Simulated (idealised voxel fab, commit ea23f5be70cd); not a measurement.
process module | voxel transistor to metal
cross-section cut | 270 nm wide | cells 5 nm
A cross-section is a grid of square cells, given in bands from the top down. A band is one or more rows of cells.
Each band's line starts with the height of the band's top and of its bottom, in nm. Then come its materials from left to right, each with its width in nm. One material with "throughout" fills the band from edge to edge. "air" is empty space.
Height 0 is the level under which the wafer as received is all one material. The lowest band goes on downwards, as in "0 down".
A width such as "30 to 40" changes by the same amount from each row of cells to the next, from the band's top row to its bottom row.
"no change" after a step means that no cell of the cross-section changed.
closed voids: empty space of 8 cells or more with no open way to the top, each as width x height at its distance from the left edge, in nm
after a step's settings: what the simulator itself notes on the step
overlay nm, on a step with a mask: how far to the right of its planned place the mask lay; to the left if negative
plan
1 op RECEIVE | material Si
2 op CONFORMAL_DEP | material SiO2 | thk nm 5
3 op CONFORMAL_DEP | material SiN | thk nm 15
4 op DIRECTIONAL_DEP | material aC | thk nm 15
5 op PATTERN | tone cover | mask id ACTIVE | material resist | width nm 105 | pitch nm 135 | thk nm 30 | overlay nm 0
6 op DIRECTIONAL_ETCH | etch materials aC | depth nm 15
7 op STRIP | etch materials resist
8 op DIRECTIONAL_ETCH | etch materials SiN | depth nm 15
9 op DIRECTIONAL_ETCH | etch materials SiO2 | depth nm 5
10 op DIRECTIONAL_ETCH | etch materials Si | depth nm 25
11 op STRIP | etch materials aC
12 op OXIDIZE | depth nm 5
13 op FILL_DEP | material SiO2 | thk nm 5
14 op CMP | height nm 20
15 op SELECTIVE_ETCH | etch materials SiO2 | depth nm 5
16 op STRIP | etch materials SiN
17 op SELECTIVE_ETCH | etch materials SiO2 | depth nm 5
18 op OXIDIZE | depth nm 5
19 op DIRECTIONAL_DEP | material polySi | thk nm 20
20 op DIRECTIONAL_DEP | material SiCN | thk nm 10
21 op MASKED_ETCH | tone cover | mask id GATE | width nm 25 | pitch nm 135 | etch materials SiCN | depth nm 20 | overlay nm 0
22 op MASKED_ETCH | tone cover | mask id GATE | width nm 25 | pitch nm 135 | etch materials polySi | depth nm 30 | overlay nm 0
23 op CONFORMAL_DEP | material SiN | thk nm 5
24 op DIRECTIONAL_ETCH | etch materials SiN | depth nm 5
25 op DIRECTIONAL_ETCH | etch materials SiO2 | depth nm 5
26 op DIRECTIONAL_ETCH | etch materials Si | depth nm 10
27 op EPI | material pSi | thk nm 15
28 op FILL_DEP | material SiO2 | thk nm 10
29 op CMP | height nm 30
30 op DIRECTIONAL_DEP | material SiO2 | thk nm 10
31 op PATTERN | tone open | mask id CONTACT | material resist | width nm 25 | thk nm 20 | overlay nm 0
32 op DIRECTIONAL_ETCH | etch materials SiO2 | depth nm 40
33 op STRIP | etch materials resist
34 op CONFORMAL_DEP | material TiN | thk nm 5
35 op FILL_DEP | material Ru | thk nm 5
36 op CMP | height nm 40
37 op CONFORMAL_DEP | material SiN | thk nm 5
38 op DIRECTIONAL_DEP | material lowk | thk nm 25
39 op PATTERN | tone open | mask id METAL_1 | material resist | width nm 15 | thk nm 20 | overlay nm 0
40 op DIRECTIONAL_ETCH | etch materials lowk | depth nm 25
41 op DIRECTIONAL_ETCH | etch materials SiN | depth nm 5
42 op STRIP | etch materials resist
43 op CONFORMAL_DEP | material TiN | thk nm 5
44 op FILL_DEP | material Ru | thk nm 5
45 op CMP | height nm 70
46 op CONFORMAL_DEP | material SiCN | thk nm 5
varied across the wafers: thk nm of step 34. The plan shows the first wafer's value. All wafers start alike
first wafer as received, after step 1
  0 down: Si throughout
  closed voids: none
each wafer at the end: cells of each material gained (+) or lost (-) since it was received, then its closed voids
thk nm 5 | +80 Ru | -182 Si | +74 SiCN | +74 SiN | +286 SiO2 | +128 TiN | +210 lowk | +100 pSi | +40 polySi | closed voids: none
thk nm 10 | +36 Ru | -182 Si | +74 SiCN | +74 SiN | +286 SiO2 | +172 TiN | +210 lowk | +100 pSi | +40 polySi | closed voids: none
thk nm 15 | +20 Ru | -182 Si | +74 SiCN | +74 SiN | +286 SiO2 | +188 TiN | +210 lowk | +100 pSi | +40 polySi | closed voids: none
thk nm 20 | +20 Ru | -182 Si | +74 SiCN | +74 SiN | +286 SiO2 | +188 TiN | +210 lowk | +100 pSi | +40 polySi | closed voids: none
